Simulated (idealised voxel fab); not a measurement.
process module | voxel gate over fins
cross-section cut | 280 nm wide | cells 5 nm
A cross-section is a grid of square cells, given in bands from the top down. A band is one or more rows of cells.
Each band's line starts with the height of the band's top and of its bottom, in nm. Then come its materials from left to right, each with its width in nm. One material with "throughout" fills the band from edge to edge. "air" is empty space.
Height 0 is the level under which the wafer as received is all one material. The lowest band goes on downwards, as in "0 down".
A width such as "30 to 40" changes by the same amount from each row of cells to the next, from the band's top row to its bottom row.
"no change" after a step means that no cell of the cross-section changed.
closed voids: empty space of 8 cells or more with no open way to the top, each as width x height at its distance from the left edge, in nm
after a step's settings: what the simulator itself notes on the step
overlay nm, on a step with a mask: how far to the right of its planned place the mask lay; to the left if negative
plan
1 op RECEIVE | material Si
2 op CONFORMAL_DEP | material SiN | thk nm 5
3 op MASKED_ETCH | tone cover | mask id FINS | width nm 15 | pitch nm 45 | etch materials SiN | depth nm 5 | overlay nm 0
4 op MASKED_ETCH | tone cover | mask id FINS | width nm 15 | pitch nm 45 | etch materials Si | depth nm 30 | overlay nm 0
5 op FILL_DEP | material SiO2 | thk nm 15
6 op CMP | height nm 5
7 op SELECTIVE_ETCH | etch materials SiO2 | depth nm 15
8 op STRIP | etch materials SiN
9 op CONFORMAL_DEP | material HfO2 | thk nm 5
10 op CONFORMAL_DEP | material TiN | thk nm 5
11 op FILL_DEP | material W | thk nm 10
12 op CMP | height nm 15
13 op CONFORMAL_DEP | material SiCN | thk nm 5
first wafer, as planned
as received, after step 1
  0 down: Si throughout
  closed voids: none
after step 2
  5 to 0: SiN throughout
  below 0: unchanged
after step 3
  5 to 0: air 65 | SiN 15 | air 30 | SiN 15 | air 30 | SiN 15 | air 30 | SiN 15 | air 65
  below 0: unchanged
after step 4
  5 to 0: air 65 | SiN 15 | air 30 | SiN 15 | air 30 | SiN 15 | air 30 | SiN 15 | air 65
  0 to -30: air 65 | Si 15 | air 30 | Si 15 | air 30 | Si 15 | air 30 | Si 15 | air 65
  below -30: unchanged
after step 5
  20 to 5: SiO2 throughout
  5 to 0: SiO2 65 | SiN 15 | SiO2 30 | SiN 15 | SiO2 30 | SiN 15 | SiO2 30 | SiN 15 | SiO2 65
  0 to -30: SiO2 65 | Si 15 | SiO2 30 | Si 15 | SiO2 30 | Si 15 | SiO2 30 | Si 15 | SiO2 65
  below -30: unchanged
after step 6
  5 to 0: SiO2 65 | SiN 15 | SiO2 30 | SiN 15 | SiO2 30 | SiN 15 | SiO2 30 | SiN 15 | SiO2 65
  below 0: unchanged
after step 7
  5 to 0: air 65 | SiN 15 | air 30 | SiN 15 | air 30 | SiN 15 | air 30 | SiN 15 | air 65
  0 to -10: air 65 | Si 15 | air 30 | Si 15 | air 30 | Si 15 | air 30 | Si 15 | air 65
  below -10: unchanged
after step 8
  0 to -10: air 65 | Si 15 | air 30 | Si 15 | air 30 | Si 15 | air 30 | Si 15 | air 65
  below -10: unchanged
after step 9
  5 to 0: air 60 | HfO2 25 | air 20 | HfO2 25 | air 20 | HfO2 25 | air 20 | HfO2 25 | air 60
  0 to -5: air 60 | HfO2 5 | Si 15 | HfO2 5 | air 20 | HfO2 5 | Si 15 | HfO2 5 | air 20 | HfO2 5 | Si 15 | HfO2 5 | air 20 | HfO2 5 | Si 15 | HfO2 5 | air 60
  -5 to -10: HfO2 65 | Si 15 | HfO2 30 | Si 15 | HfO2 30 | Si 15 | HfO2 30 | Si 15 | HfO2 65
  below -10: unchanged
after step 10
  10 to 5: air 55 | TiN 35 | air 10 | TiN 35 | air 10 | TiN 35 | air 10 | TiN 35 | air 55
  5 to 0: air 55 | TiN 5 | HfO2 25 | TiN 5 | air 10 | TiN 5 | HfO2 25 | TiN 5 | air 10 | TiN 5 | HfO2 25 | TiN 5 | air 10 | TiN 5 | HfO2 25 | TiN 5 | air 55
  0 to -5: TiN 60 | HfO2 5 | Si 15 | HfO2 5 | TiN 20 | HfO2 5 | Si 15 | HfO2 5 | TiN 20 | HfO2 5 | Si 15 | HfO2 5 | TiN 20 | HfO2 5 | Si 15 | HfO2 5 | TiN 60
  below -5: unchanged
after step 11
  20 to 10: W throughout
  10 to 5: W 55 | TiN 35 | W 10 | TiN 35 | W 10 | TiN 35 | W 10 | TiN 35 | W 55
  5 to 0: W 55 | TiN 5 | HfO2 25 | TiN 5 | W 10 | TiN 5 | HfO2 25 | TiN 5 | W 10 | TiN 5 | HfO2 25 | TiN 5 | W 10 | TiN 5 | HfO2 25 | TiN 5 | W 55
  below 0: unchanged
after step 12
  15 to 10: W throughout
  below 10: unchanged
after step 13
  20 to 15: SiCN throughout
  below 15: unchanged
second wafer: like start, like plan, one mistake. Through step 8 it matches the first wafer
when step 9 should have ended
  5 to 0: air 60 | TiN 25 | air 20 | TiN 25 | air 20 | TiN 25 | air 20 | TiN 25 | air 60
  0 to -5: air 60 | TiN 5 | Si 15 | TiN 5 | air 20 | TiN 5 | Si 15 | TiN 5 | air 20 | TiN 5 | Si 15 | TiN 5 | air 20 | TiN 5 | Si 15 | TiN 5 | air 60
  -5 to -10: TiN 65 | Si 15 | TiN 30 | Si 15 | TiN 30 | Si 15 | TiN 30 | Si 15 | TiN 65
  below -10: unchanged
when step 10 should have ended
  10 to 5: air 55 | HfO2 35 | air 10 | HfO2 35 | air 10 | HfO2 35 | air 10 | HfO2 35 | air 55
  5 to 0: air 55 | HfO2 5 | TiN 25 | HfO2 5 | air 10 | HfO2 5 | TiN 25 | HfO2 5 | air 10 | HfO2 5 | TiN 25 | HfO2 5 | air 10 | HfO2 5 | TiN 25 | HfO2 5 | air 55
  0 to -5: HfO2 60 | TiN 5 | Si 15 | TiN 5 | HfO2 20 | TiN 5 | Si 15 | TiN 5 | HfO2 20 | TiN 5 | Si 15 | TiN 5 | HfO2 20 | TiN 5 | Si 15 | TiN 5 | HfO2 60
  below -5: unchanged
when step 11 should have ended
  20 to 10: W throughout
  10 to 5: W 55 | HfO2 35 | W 10 | HfO2 35 | W 10 | HfO2 35 | W 10 | HfO2 35 | W 55
  5 to 0: W 55 | HfO2 5 | TiN 25 | HfO2 5 | W 10 | HfO2 5 | TiN 25 | HfO2 5 | W 10 | HfO2 5 | TiN 25 | HfO2 5 | W 10 | HfO2 5 | TiN 25 | HfO2 5 | W 55
  below 0: unchanged
when step 12 should have ended
  15 to 10: W throughout
  below 10: unchanged
when step 13 should have ended
  20 to 15: SiCN throughout
  below 15: unchanged
what went wrong: steps 9 and 10 were swapped
at the end the second wafer has, in cells: as many of each material as the first, in other places
